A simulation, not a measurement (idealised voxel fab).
The document below concerns the process module designated voxel wiring stack.
The width of the displayed cross-section, cut, is 295 nm; its cells are square, with a size of 5 nm.
Heads up, the way a cross-section reads in here is a grid of square cells, handed over as bands from the top down, with every band being one or more rows of cells.
Band entry format. Leading values: height of top, height of bottom, nm. Remainder: materials in left-to-right order, each with its width in nm. Special words: "everywhere" on a single material, which then fills the band edge to edge; "air", empty space.
Height is counted from the level 0, under which the received wafer is composed throughout of one material. The lowest of the bands is not closed at the bottom but continues downward, in the notation "0 and below".
The notation "30..40" denotes a width that varies across the rows of cells in the band, beginning at the first number in the top row, finishing at the second number in the bottom row, and changing by an identical amount from each row to the next.
"no change occurred" (step): cross-section cells unchanged, all of them.
"Entrapped void list": empty spaces of 8 cells or more with no open way to the top, each given as width x height at distance, distance from the left edge, all in nm.
Post-settings text on a step line: simulator's own remark regarding the step.
overlay nm: on a step with a mask, how far right of its planned place the mask lay; negative means left.

## List of planned process steps
1 op RECEIVE | material Si
2 op CONFORMAL_DEP | material SiO2 | thk nm 10
3 op DIRECTIONAL_DEP | material TiN | thk nm 5
4 op DIRECTIONAL_DEP | material Ru | thk nm 25
5 op MASKED_ETCH | tone cover | mask id METAL_1 | width nm 30 | pitch nm 55 | etch materials Ru | depth nm 25 | overlay nm 0
6 op MASKED_ETCH | tone cover | mask id METAL_1 | width nm 30 | pitch nm 55 | etch materials TiN | depth nm 5 | overlay nm 0
7 op FILL_DEP | material SiO2 | thk nm 10
8 op CMP | height nm 40
9 op CONFORMAL_DEP | material SiCN | thk nm 5
10 op DIRECTIONAL_DEP | material lowk | thk nm 20
11 op PATTERN | tone open | mask id PLUG_1 | material resist | width nm 15 | pitch nm 110 | thk nm 20 | overlay nm 0
12 op DIRECTIONAL_ETCH | etch materials lowk | depth nm 20
13 op DIRECTIONAL_ETCH | etch materials SiCN | depth nm 5
14 op STRIP | etch materials resist
15 op EPI | material Ru | thk nm 10
16 op EPI | material Ru | thk nm 10
17 op EPI | material Ru | thk nm 5
18 op DIRECTIONAL_DEP | material TiN | thk nm 5
19 op DIRECTIONAL_DEP | material W | thk nm 20
20 op DIRECTIONAL_DEP | material aC | thk nm 15
21 op PATTERN | tone cover | mask id METAL_2 | material resist | width nm 30 | pitch nm 55 | thk nm 35 | overlay nm 0
22 op DIRECTIONAL_ETCH | etch materials aC | depth nm 15
23 op STRIP | etch materials resist
24 op DIRECTIONAL_ETCH | etch materials W | depth nm 20
25 op DIRECTIONAL_ETCH | etch materials TiN | depth nm 5
26 op STRIP | etch materials aC
27 op FILL_DEP | material SiO2 | thk nm 5
28 op CMP | height nm 90
29 op CONFORMAL_DEP | material SiCN | thk nm 5

## Here's what the wafer looked like in cross-section when it arrived - that's after step 1
* 0 and below: Si everywhere
* Entrapped void list: none

## The module was run from the start shown above using the plan shown above, but one mistake was made doing it; the resulting wafer cross-section is below
* 95 down to 90: SiCN everywhere
* 90 down to 85: SiO2=75  TiN=30  SiO2=25  TiN=30  SiO2=25  TiN=30  SiO2=80
* 85 down to 65: W everywhere
* 65 down to 45: lowk=75  Ru=15  lowk=95  Ru=15  lowk=95
* 45 down to 40: SiCN=75  Ru=15  SiCN=95  Ru=15  SiCN=95
* 40 down to 15: SiO2=75  Ru=30  SiO2=25  Ru=30  SiO2=25  Ru=30  SiO2=80
* 15 down to 10: SiO2=75  TiN=30  SiO2=25  TiN=30  SiO2=25  TiN=30  SiO2=80
* 10 down to 0: SiO2 everywhere
* 0 and below: Si everywhere
* Entrapped void list: none
Deviation noted in wafer processing: contrary to the plan, steps 18 and 19 were processed in exchanged order
